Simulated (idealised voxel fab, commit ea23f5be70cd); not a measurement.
Proc. module: voxel trench capacitor
Section shown: cut. Width: 220 nm. Cell size: 5 nm, square.
When this document writes out a cross-section, it uses a grid of square cells and lists it as bands, beginning at the top and moving down, with a band standing for one or more rows of cells.
In this notation a band is specified by the heights of its top and bottom, in that order and in nm, after which its materials appear from left to right, each paired with its width in nm. The word "edge to edge" attached to a single material means that material fills the band from edge to edge; the word "air" stands for empty space.
We count height from 0. Below that, the starting wafer is all one material. The lowest band never ends at the bottom but goes on down; see "0 down" for how that is written.
Width "30 to 40": first value at the band's top row of cells, second value at its bottom row, equal change from row to row.
No cell of the cross-section changed in a step that is given as "all unchanged".
The label "Closed void entries" introduces a list of the empty spaces, 8 cells or larger, that have no open way up to the top; each entry in it reads width x height at distance, where the distance is taken from the left edge and all three are stated in nm.
Note: text after step settings on the step line = simulator remark on that step.
If you see "overlay nm" on a step's line and that step has a mask, it's telling you how far right of where it was planned the mask ended up; a negative number means it went left instead.

LISTED BELOW ARE THE PROCESS STEPS AS PLANNED
- 1: RECEIVE with material Si
- 2: CONFORMAL_DEP with material SiN, thk nm 10
- 3: DIRECTIONAL_DEP with material aC, thk nm 15
- 4: PATTERN with tone open, mask id TRENCH, material resist, width nm 20, pitch nm 50, thk nm 30, overlay nm 0
- 5: DIRECTIONAL_ETCH with etch materials aC, depth nm 15
- 6: STRIP with etch materials resist
- 7: DIRECTIONAL_ETCH with etch materials SiN, depth nm 10
- 8: DIRECTIONAL_ETCH with etch materials Si, depth nm 30
- 9: STRIP with etch materials aC
- 10: CONFORMAL_DEP with material Al2O3, thk nm 5
- 11: FILL_DEP with material polySi, thk nm 5
- 12: CMP with height nm 10

FIRST OF TWO WAFERS: RUN AS PLANNED

AS RECEIVED (POST STEP 1): CROSS-SECTION
0 down: Si edge to edge
Closed void entries: none

ONCE STEP 2 IS THROUGH, THE WAFER LOOKS LIKE THIS IN CROSS-SECTION
10 to 0: SiN edge to edge
Below 0, the layers are the same as they were.

ONCE STEP 3 IS THROUGH, THE WAFER LOOKS LIKE THIS IN CROSS-SECTION
25 to 10: aC edge to edge
Below 10, the layers are the same as they were.

ONCE STEP 4 IS THROUGH, THE WAFER LOOKS LIKE THIS IN CROSS-SECTION
55 to 25: 75 of resist, then 20 of air, then 30 of resist, then 20 of air, then 75 of resist
Below 25, the layers are the same as they were.

ONCE STEP 5 IS THROUGH, THE WAFER LOOKS LIKE THIS IN CROSS-SECTION
40 to 25: 75 of resist, then 20 of air, then 30 of resist, then 20 of air, then 75 of resist
25 to 10: 75 of aC, then 20 of air, then 30 of aC, then 20 of air, then 75 of aC
Below 10, the layers are the same as they were.

ONCE STEP 6 IS THROUGH, THE WAFER LOOKS LIKE THIS IN CROSS-SECTION
25 to 10: 75 of aC, then 20 of air, then 30 of aC, then 20 of air, then 75 of aC
Below 10, the layers are the same as they were.

ONCE STEP 7 IS THROUGH, THE WAFER LOOKS LIKE THIS IN CROSS-SECTION
25 to 10: 75 of aC, then 20 of air, then 30 of aC, then 20 of air, then 75 of aC
10 to 0: 75 of SiN, then 20 of air, then 30 of SiN, then 20 of air, then 75 of SiN
Below 0, the layers are the same as they were.

ONCE STEP 8 IS THROUGH, THE WAFER LOOKS LIKE THIS IN CROSS-SECTION
25 to 10: 75 of aC, then 20 of air, then 30 of aC, then 20 of air, then 75 of aC
10 to 0: 75 of SiN, then 20 of air, then 30 of SiN, then 20 of air, then 75 of SiN
0 to -30: 75 of Si, then 20 of air, then 30 of Si, then 20 of air, then 75 of Si
Below -30, the layers are the same as they were.

ONCE STEP 9 IS THROUGH, THE WAFER LOOKS LIKE THIS IN CROSS-SECTION
10 to 0: 75 of SiN, then 20 of air, then 30 of SiN, then 20 of air, then 75 of SiN
Below 0, the layers are the same as they were.

ONCE STEP 10 IS THROUGH, THE WAFER LOOKS LIKE THIS IN CROSS-SECTION
15 to 10: 80 of Al2O3, then 10 of air, then 40 of Al2O3, then 10 of air, then 80 of Al2O3
10 to 0: 75 of SiN, then 5 of Al2O3, then 10 of air, then 5 of Al2O3, then 30 of SiN, then 5 of Al2O3, then 10 of air, then 5 of Al2O3, then 75 of SiN
0 to -25: 75 of Si, then 5 of Al2O3, then 10 of air, then 5 of Al2O3, then 30 of Si, then 5 of Al2O3, then 10 of air, then 5 of Al2O3, then 75 of Si
-25 to -30: 75 of Si, then 20 of Al2O3, then 30 of Si, then 20 of Al2O3, then 75 of Si
Below -30, the layers are the same as they were.

ONCE STEP 11 IS THROUGH, THE WAFER LOOKS LIKE THIS IN CROSS-SECTION
20 to 15: polySi edge to edge
15 to 10: 80 of Al2O3, then 10 of polySi, then 40 of Al2O3, then 10 of polySi, then 80 of Al2O3
10 to 0: 75 of SiN, then 5 of Al2O3, then 10 of polySi, then 5 of Al2O3, then 30 of SiN, then 5 of Al2O3, then 10 of polySi, then 5 of Al2O3, then 75 of SiN
0 to -25: 75 of Si, then 5 of Al2O3, then 10 of polySi, then 5 of Al2O3, then 30 of Si, then 5 of Al2O3, then 10 of polySi, then 5 of Al2O3, then 75 of Si
Below -25, the layers are the same as they were.

ONCE STEP 12 IS THROUGH, THE WAFER LOOKS LIKE THIS IN CROSS-SECTION
10 to 0: 75 of SiN, then 5 of Al2O3, then 10 of polySi, then 5 of Al2O3, then 30 of SiN, then 5 of Al2O3, then 10 of polySi, then 5 of Al2O3, then 75 of SiN
Below 0, the layers are the same as they were.

THE REMAINING WAFER, SECOND OF THE TWO, STARTED LIKE THE FIRST AND WAS RUN TO THE SAME PLAN, EXCEPT THAT ONE MISTAKE WAS MADE ALONG THE WAY; THE TWO COINCIDE THROUGH STEP 3, INCLUSIVE

SECOND WAFER, CROSS-SECTION, PLANNED END OF STEP 4
55 to 25: 85 of resist, then 20 of air, then 30 of resist, then 20 of air, then 65 of resist
Below 25, the layers are the same as they were.

SECOND WAFER, CROSS-SECTION, PLANNED END OF STEP 5
40 to 25: 85 of resist, then 20 of air, then 30 of resist, then 20 of air, then 65 of resist
25 to 10: 85 of aC, then 20 of air, then 30 of aC, then 20 of air, then 65 of aC
Below 10, the layers are the same as they were.

SECOND WAFER, CROSS-SECTION, PLANNED END OF STEP 6
25 to 10: 85 of aC, then 20 of air, then 30 of aC, then 20 of air, then 65 of aC
Below 10, the layers are the same as they were.

SECOND WAFER, CROSS-SECTION, PLANNED END OF STEP 7
25 to 10: 85 of aC, then 20 of air, then 30 of aC, then 20 of air, then 65 of aC
10 to 0: 85 of SiN, then 20 of air, then 30 of SiN, then 20 of air, then 65 of SiN
Below 0, the layers are the same as they were.

SECOND WAFER, CROSS-SECTION, PLANNED END OF STEP 8
25 to 10: 85 of aC, then 20 of air, then 30 of aC, then 20 of air, then 65 of aC
10 to 0: 85 of SiN, then 20 of air, then 30 of SiN, then 20 of air, then 65 of SiN
0 to -30: 85 of Si, then 20 of air, then 30 of Si, then 20 of air, then 65 of Si
Below -30, the layers are the same as they were.

SECOND WAFER, CROSS-SECTION, PLANNED END OF STEP 9
10 to 0: 85 of SiN, then 20 of air, then 30 of SiN, then 20 of air, then 65 of SiN
Below 0, the layers are the same as they were.

SECOND WAFER, CROSS-SECTION, PLANNED END OF STEP 10
15 to 10: 90 of Al2O3, then 10 of air, then 40 of Al2O3, then 10 of air, then 70 of Al2O3
10 to 0: 85 of SiN, then 5 of Al2O3, then 10 of air, then 5 of Al2O3, then 30 of SiN, then 5 of Al2O3, then 10 of air, then 5 of Al2O3, then 65 of SiN
0 to -25: 85 of Si, then 5 of Al2O3, then 10 of air, then 5 of Al2O3, then 30 of Si, then 5 of Al2O3, then 10 of air, then 5 of Al2O3, then 65 of Si
-25 to -30: 85 of Si, then 20 of Al2O3, then 30 of Si, then 20 of Al2O3, then 65 of Si
Below -30, the layers are the same as they were.

SECOND WAFER, CROSS-SECTION, PLANNED END OF STEP 11
20 to 15: polySi edge to edge
15 to 10: 90 of Al2O3, then 10 of polySi, then 40 of Al2O3, then 10 of polySi, then 70 of Al2O3
10 to 0: 85 of SiN, then 5 of Al2O3, then 10 of polySi, then 5 of Al2O3, then 30 of SiN, then 5 of Al2O3, then 10 of polySi, then 5 of Al2O3, then 65 of SiN
0 to -25: 85 of Si, then 5 of Al2O3, then 10 of polySi, then 5 of Al2O3, then 30 of Si, then 5 of Al2O3, then 10 of polySi, then 5 of Al2O3, then 65 of Si
Below -25, the layers are the same as they were.

SECOND WAFER, CROSS-SECTION, PLANNED END OF STEP 12
10 to 0: 85 of SiN, then 5 of Al2O3, then 10 of polySi, then 5 of Al2O3, then 30 of SiN, then 5 of Al2O3, then 10 of polySi, then 5 of Al2O3, then 65 of SiN
Below 0, the layers are the same as they were.
Here's what went sideways: planned and actual differ for step 4; actual: PATTERN with tone open, mask id TRENCH, material resist, width nm 20, pitch nm 50, thk nm 30, overlay nm 10
So at the finish, the second wafer's got exactly as many cells of each material as the first, just not in the same spots.
